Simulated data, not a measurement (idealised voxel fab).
process module | voxel self aligned contacts
Section cut is 170 nm wide and gridded with 5 nm square cells.
Bands, listed from the top down, are how a cross-section gets written in this document; the cross-section itself is a grid of square cells, and a band is one or more rows of them. The band entry comprises the height of the band's top followed by the height of its bottom, expressed in nm, and subsequently the band's materials from left to right, each stated together with its width in nm. Where a single material is marked with the word "throughout", that material fills the band from edge to edge. The word "air" represents empty space. Height datum 0, below which the as-received substrate wafer is one material. Lowest band open at the bottom, running downward: "0 -> down". So if you see something like "30 to 40" for the width, read it as the top row of the band sitting at the first number and the bottom row at the second, with every row in between moving by the same amount as the last. No cell of the cross-section changed in a step that is given as "nothing got changed". Empty spaces counting at least 8 cells and having no open way to the top are listed in "Closed void catalog". The notation width x height at distance is used for each, the distance being from the left edge and all three values in nm. Post-settings text on a step line: simulator's own remark regarding the step. On any step carrying a mask, the "overlay nm" setting, if present on the step's line, tells how far right of its planned place the mask lay; negative values point to the left.

### So here's the lineup of process steps we planned
- 1: RECEIVE, material Si
- 2: OXIDIZE, depth nm 5
- 3: DIRECTIONAL_DEP, material polySi, thk nm 25
- 4: DIRECTIONAL_DEP, material SiN, thk nm 20
- 5: DIRECTIONAL_DEP, material aC, thk nm 10
- 6: PATTERN, tone cover, mask id GATE, material resist, width nm 30, pitch nm 65, thk nm 30, overlay nm 0
- 7: DIRECTIONAL_ETCH, etch materials aC, depth nm 10
- 8: STRIP, etch materials resist
- 9: DIRECTIONAL_ETCH, etch materials SiN, depth nm 20
- 10: DIRECTIONAL_ETCH, etch materials polySi, depth nm 25
- 11: STRIP, etch materials aC
- 12: CONFORMAL_DEP, material SiN, thk nm 10
- 13: DIRECTIONAL_ETCH, etch materials SiN, depth nm 10
- 14: FILL_DEP, material SiO2, thk nm 20
- 15: CMP, height nm 55
- 16: DIRECTIONAL_DEP, material aC, thk nm 10
- 17: PATTERN, tone open, mask id CONTACT, material resist, width nm 45, thk nm 25, overlay nm -15
- 18: DIRECTIONAL_ETCH, etch materials aC, depth nm 10
- 19: STRIP, etch materials resist
- 20: DIRECTIONAL_ETCH, etch materials SiO2, depth nm 60
- 21: STRIP, etch materials aC
- 22: CONFORMAL_DEP, material TiN, thk nm 5
- 23: FILL_DEP, material Ru, thk nm 10
- 24: CMP, height nm 55
- 25: CONFORMAL_DEP, material SiCN, thk nm 5
Variable across wafers: step 17 overlay nm (plan value is that of the first wafer; starting state common to all).

### As-received cross-section, first of several wafers, post step 1
    0 -> down = Si throughout
    Closed void catalog: none

### Rows = wafers. At module end, each row lists per material the cells gained (+) or lost (-) since the wafer was received, then the closed voids
overlay nm -15; +17 Ru; -34 Si; +34 SiCN; +120 SiN; +180 SiO2; +31 TiN; +60 polySi; Closed void catalog: none
overlay nm -10; +17 Ru; -34 Si; +34 SiCN; +120 SiN; +180 SiO2; +31 TiN; +60 polySi; Closed void catalog: none
overlay nm -5; +17 Ru; -34 Si; +34 SiCN; +120 SiN; +180 SiO2; +31 TiN; +60 polySi; Closed void catalog: none
overlay nm 0; +17 Ru; -34 Si; +34 SiCN; +120 SiN; +180 SiO2; +31 TiN; +60 polySi; Closed void catalog: none
overlay nm 5; +17 Ru; -34 Si; +34 SiCN; +120 SiN; +180 SiO2; +31 TiN; +60 polySi; Closed void catalog: none
overlay nm 10; +17 Ru; -34 Si; +34 SiCN; +120 SiN; +180 SiO2; +31 TiN; +60 polySi; Closed void catalog: none
overlay nm 15; +17 Ru; -34 Si; +34 SiCN; +120 SiN; +180 SiO2; +31 TiN; +60 polySi; Closed void catalog: none
